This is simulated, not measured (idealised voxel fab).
Process module, titled voxel self aligned contacts
Xsec cut, 205 nm wide, square cell size 5 nm.
Cross-section spec: square-cell grid; bands listed top down; each band is one or more rows.
Band: top height; bottom height; in nm. Then, left to right: material with width in nm, for each material. "all across": a single material spanning edge to edge. "empty": empty space.
The reference from which all heights are counted is 0, the level beneath which the as-received wafer is entirely one material; the lowest band, having no lower bound, proceeds downward and is written after the example "0 -> down".
Note: "30->40" means the width goes from the first number (top row of the band) to the second number (bottom row) in equal steps per row of cells.
When a step is marked "nothing got changed", none of the cells in the cross-section changed during that step.
Empty spaces counting at least 8 cells and having no open way to the top are listed in "Fully enclosed voids". The notation width x height at distance is used for each, the distance being from the left edge and all three values in nm.
Past the settings on a step's line: simulator remark, on that step.
Among the settings permitted on a step's line is "overlay nm"; applied to a step with a mask, it specifies the extent to which the mask lay to the right of its planned position, whereas a negative figure signifies a position to the left.

-- Process steps (planned)
- 1: RECEIVE: material Si
- 2: OXIDIZE: depth nm 5
- 3: DIRECTIONAL_DEP: material polySi, thk nm 20
- 4: DIRECTIONAL_DEP: material SiN, thk nm 20
- 5: PATTERN: tone cover, mask id GATE, material resist, width nm 35, pitch nm 65, thk nm 20, overlay nm 0
- 6: DIRECTIONAL_ETCH: etch materials SiN, depth nm 20
- 7: DIRECTIONAL_ETCH: etch materials polySi, depth nm 20
- 8: STRIP: etch materials resist
- 9: CONFORMAL_DEP: material SiN, thk nm 5
- 10: DIRECTIONAL_ETCH: etch materials SiN, depth nm 5
- 11: FILL_DEP: material SiO2, thk nm 15
- 12: CMP: height nm 50
- 13: PATTERN: tone open, mask id CONTACT, material resist, width nm 40, pitch nm 65, thk nm 15, overlay nm 0
- 14: DIRECTIONAL_ETCH: etch materials SiO2, depth nm 55
- 15: STRIP: etch materials resist
- 16: CONFORMAL_DEP: material TiN, thk nm 5
- 17: FILL_DEP: material W, thk nm 5
- 18: CMP: height nm 50
- 19: CONFORMAL_DEP: material SiN, thk nm 5

-- Incoming wafer in cross-section (state: after step 1)
0 -> down | Si all across
Fully enclosed voids: none

-- The first of the two wafers as seen in cross-section once the module was finished; processing followed the plan
55 -> 50 | SiN all across
50 -> 40 | SiO2: 50, TiN: 5->15, W: 30->10, TiN: 5->15, SiO2: 25, TiN: 5->15, W: 30->10, TiN: 5->15, SiO2: 50
40 -> 20 | SiO2: 15, SiN: 45, TiN: 5, W: 10, TiN: 5, SiN: 45, TiN: 5, W: 10, TiN: 5, SiN: 45, SiO2: 15
20 -> 0 | SiO2: 15, SiN: 5, polySi: 35, SiN: 5, TiN: 5, W: 10, TiN: 5, SiN: 5, polySi: 35, SiN: 5, TiN: 5, W: 10, TiN: 5, SiN: 5, polySi: 35, SiN: 5, SiO2: 15
0 -> -5 | SiO2: 60, TiN: 20, SiO2: 45, TiN: 20, SiO2: 60
-5 -> down | Si all across
Fully enclosed voids: none

-- Cross-section, second wafer: same start as the first, same plan as the first, one mistake in running it; taken at the end of the module
55 -> 50 | SiN all across
50 -> 40 | SiO2: 50, TiN: 5->15, W: 30->10, TiN: 5->15, SiO2: 25, TiN: 5->15, W: 30->10, TiN: 5->15, SiO2: 50
40 -> 20 | SiO2: 15, SiN: 45, TiN: 5, W: 10, TiN: 5, SiN: 45, TiN: 5, W: 10, TiN: 5, SiN: 45, SiO2: 15
20 -> 10 | SiO2: 15, SiN: 5, polySi: 35, SiN: 5, TiN: 5, W: 10, TiN: 5, SiN: 5, polySi: 35, SiN: 5, TiN: 5, W: 10, TiN: 5, SiN: 5, polySi: 35, SiN: 5, SiO2: 15
10 -> 5 | SiO2: 15, SiN: 5, polySi: 35, SiN: 5, TiN: 20, SiN: 5, polySi: 35, SiN: 5, TiN: 20, SiN: 5, polySi: 35, SiN: 5, SiO2: 15
5 -> 0 | SiN: 20, polySi: 35, SiN: 30, polySi: 35, SiN: 30, polySi: 35, SiN: 20
0 -> -5 | SiO2 all across
-5 -> down | Si all across
Fully enclosed voids: none
The plan and the run diverged here: steps 9 and 10 traded places in the executed sequence
Final cells, second wafer relative to first, materials higher or lower: +14 SiN | +2 SiO2 | -8 TiN | -8 W
